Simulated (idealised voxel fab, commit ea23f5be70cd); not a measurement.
process module | voxel ribs on slabs
cross-section cut | 235 nm wide | cells 5 nm
A cross-section is a grid of square cells, given in bands from the top down. A band is one or more rows of cells.
Each band's line starts with the height of the band's top and of its bottom, in nm. Then come its materials from left to right, each with its width in nm. One material with "throughout" fills the band from edge to edge. "air" is empty space.
Height 0 is the level under which the wafer as received is all one material. The lowest band goes on downwards, as in "0 down".
A width such as "30 to 40" changes by the same amount from each row of cells to the next, from the band's top row to its bottom row.
"no change" after a step means that no cell of the cross-section changed.
closed voids: empty space of 8 cells or more with no open way to the top, each as width x height at its distance from the left edge, in nm
after a step's settings: what the simulator itself notes on the step
overlay nm, on a step with a mask: how far to the right of its planned place the mask lay; to the left if negative
plan
1 op RECEIVE | material Si
2 op DIRECTIONAL_DEP | material SiO2 | thk nm 25
3 op DIRECTIONAL_DEP | material polySi | thk nm 25
4 op DIRECTIONAL_DEP | material aC | thk nm 15
5 op PATTERN | tone cover | mask id RIB | material resist | width nm 30 | thk nm 35 | overlay nm 0
6 op DIRECTIONAL_ETCH | etch materials aC | depth nm 15
7 op STRIP | etch materials resist
8 op DIRECTIONAL_ETCH | etch materials polySi | depth nm 5
9 op STRIP | etch materials aC
10 op PATTERN | tone cover | mask id SLAB | material resist | width nm 90 | thk nm 20 | overlay nm 0
11 op DIRECTIONAL_ETCH | etch materials polySi | depth nm 20
12 op STRIP | etch materials resist
13 op FILL_DEP | material SiO2 | thk nm 30
14 op CMP | height nm 70
15 op DIRECTIONAL_DEP | material W | thk nm 10
16 op DIRECTIONAL_DEP | material aC | thk nm 10
17 op PATTERN | tone cover | mask id HEATER | material resist | width nm 30 | thk nm 25 | overlay nm 0
18 op DIRECTIONAL_ETCH | etch materials aC | depth nm 10
19 op STRIP | etch materials resist
20 op DIRECTIONAL_ETCH | etch materials W | depth nm 10
21 op STRIP | etch materials aC
22 op CONFORMAL_DEP | material SiO2 | thk nm 5
varied across the wafers: width nm of step 17. The plan shows the first wafer's value. All wafers start alike
first wafer as received, after step 1
  0 down: Si throughout
  closed voids: none
first wafer at the end, after step 22
  85 to 80: air 95 | SiO2 40 | air 100
  80 to 75: air 95 | SiO2 5 | W 30 | SiO2 5 | air 100
  75 to 70: SiO2 100 | W 30 | SiO2 105
  70 to 50: SiO2 throughout
  50 to 45: SiO2 100 | polySi 30 | SiO2 105
  45 to 25: SiO2 70 | polySi 90 | SiO2 75
  25 to 0: SiO2 throughout
  0 down: Si throughout
  closed voids: none
last wafer at the end
  85 to 80: air 85 | SiO2 65 | air 85
  80 to 75: air 85 | SiO2 5 | W 55 | SiO2 5 | air 85
  75 to 70: SiO2 90 | W 55 | SiO2 90
  70 to 50: SiO2 throughout
  50 to 45: SiO2 100 | polySi 30 | SiO2 105
  45 to 25: SiO2 70 | polySi 90 | SiO2 75
  25 to 0: SiO2 throughout
  0 down: Si throughout
  closed voids: none
each wafer at the end: cells of each material gained (+) or lost (-) since it was received, then its closed voids
width nm 30 | +631 SiO2 | +12 W | +78 polySi | closed voids: none
width nm 35 | +631 SiO2 | +14 W | +78 polySi | closed voids: none
width nm 40 | +631 SiO2 | +16 W | +78 polySi | closed voids: none
width nm 45 | +631 SiO2 | +18 W | +78 polySi | closed voids: none
width nm 50 | +631 SiO2 | +20 W | +78 polySi | closed voids: none
width nm 55 | +631 SiO2 | +22 W | +78 polySi | closed voids: none
